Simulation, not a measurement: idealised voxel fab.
Process module in this document: voxel self aligned vias
Shown is cross-section cut, with a width of 270 nm and square cells of size 5 nm.
For the purposes of this document, a cross-section shall be understood as a grid of square cells, specified as bands listed in top-to-bottom order, each band consisting of one or more rows of cells. It is stipulated that each band's entry specify, in nanometres, the height of the top of the band and then that of its bottom, followed by the materials of the band in left-to-right sequence, each together with its width in nanometres. A single material marked by the word "edge to edge" is understood to fill the band from edge to edge; the word "empty" is understood to denote empty space. Measure heights from 0. That's the level where, below it, the as-received wafer is all one material. The lowest band is bottomless and extends downward; write it as in "0..down". The two numbers in a width such as "30->40" mark its ends across the band: the first belongs to the top row of cells, the second to the bottom row, and from each row to the next the width moves by the same amount. The cross-section has no changed cell in any step marked "remains unaltered". In the "Closed internal voids" entry, you get each enclosed empty space of 8 cells or more, one with no open way to the top, written width x height at distance, distance from the left edge, in nm. Formally, on a step line, whatever follows the settings is a remark that the simulator itself makes on the step. The line of a step may include "overlay nm". On a step with a mask, this value is how far to the right of its planned place the mask lay. A negative value means the mask lay to the left.
[This section lists the process steps that were planned]
1) RECEIVE [material Si]
2) CONFORMAL_DEP [material SiO2] [thk nm 10]
3) CONFORMAL_DEP [material SiCN] [thk nm 5]
4) DIRECTIONAL_DEP [material SiO2] [thk nm 30]
5) PATTERN [tone open] [mask id LINES] [material resist] [width nm 25] [pitch nm 65] [thk nm 20] [overlay nm 0]
6) DIRECTIONAL_ETCH [etch materials SiO2] [depth nm 30]
7) STRIP [etch materials resist]
8) CONFORMAL_DEP [material TiN] [thk nm 5]
9) FILL_DEP [material W] [thk nm 10]
10) CMP [height nm 45]
11) SELECTIVE_ETCH [etch materials W Ru TiN] [depth nm 5]
12) FILL_DEP [material SiN] [thk nm 5]
13) CMP [height nm 45]
14) DIRECTIONAL_DEP [material SiO2] [thk nm 20]
15) MASKED_ETCH [tone open] [mask id VIAS] [width nm 35] [pitch nm 65] [etch materials SiO2] [depth nm 20] [overlay nm 0]
16) MASKED_ETCH [tone open] [mask id VIAS] [width nm 35] [pitch nm 65] [etch materials SiN] [depth nm 5] [overlay nm 0]
17) CONFORMAL_DEP [material TiN] [thk nm 5]
18) FILL_DEP [material Cu] [thk nm 10]
19) CMP [height nm 65]
20) CONFORMAL_DEP [material SiCN] [thk nm 5]
[Cross-section: wafer on arrival = after step 1]
    0..down  Si edge to edge
    Closed internal voids: none
[Run as planned - first of the two wafers cross-sectioned at the end of the module]
    70..65  SiCN edge to edge
    65..50  50 SiO2  5 TiN  25 Cu  5 TiN  30 SiO2  5 TiN  25 Cu  5 TiN  30 SiO2  5 TiN  25 Cu  5 TiN  55 SiO2
    50..45  50 SiO2  10 TiN  15 Cu  10 TiN  30 SiO2  10 TiN  15 Cu  10 TiN  30 SiO2  10 TiN  15 Cu  10 TiN  55 SiO2
    45..40  55 SiO2  25 TiN  40 SiO2  25 TiN  40 SiO2  25 TiN  60 SiO2
    40..20  55 SiO2  5 TiN  15 W  5 TiN  40 SiO2  5 TiN  15 W  5 TiN  40 SiO2  5 TiN  15 W  5 TiN  60 SiO2
    20..15  55 SiO2  25 TiN  40 SiO2  25 TiN  40 SiO2  25 TiN  60 SiO2
    15..10  SiCN edge to edge
    10..0  SiO2 edge to edge
    0..down  Si edge to edge
    Closed internal voids: none
[This cross-section belongs to the second wafer of two at the end of the module; the start and the plan were shared with the first, and the run included one mistake]
    70..65  SiCN edge to edge
    65..50  45 SiO2  5 TiN  25 Cu  5 TiN  30 SiO2  5 TiN  25 Cu  5 TiN  30 SiO2  5 TiN  25 Cu  5 TiN  60 SiO2
    50..45  45 SiO2  15 TiN  15 Cu  5 TiN  30 SiO2  15 TiN  15 Cu  5 TiN  30 SiO2  15 TiN  15 Cu  5 TiN  60 SiO2
    45..40  55 SiO2  25 TiN  40 SiO2  25 TiN  40 SiO2  25 TiN  60 SiO2
    40..20  55 SiO2  5 TiN  15 W  5 TiN  40 SiO2  5 TiN  15 W  5 TiN  40 SiO2  5 TiN  15 W  5 TiN  60 SiO2
    20..15  55 SiO2  25 TiN  40 SiO2  25 TiN  40 SiO2  25 TiN  60 SiO2
    15..10  SiCN edge to edge
    10..0  SiO2 edge to edge
    0..down  Si edge to edge
    Closed internal voids: none
Against the plan, the run slipped here: step 15 changed vs plan, executed as MASKED_ETCH [tone open] [mask id VIAS] [width nm 35] [pitch nm 65] [etch materials SiO2] [depth nm 20] [overlay nm -5]
At the end, each material covers as many cells on the second wafer as it does on the first, though the cells it covers are elsewhere.
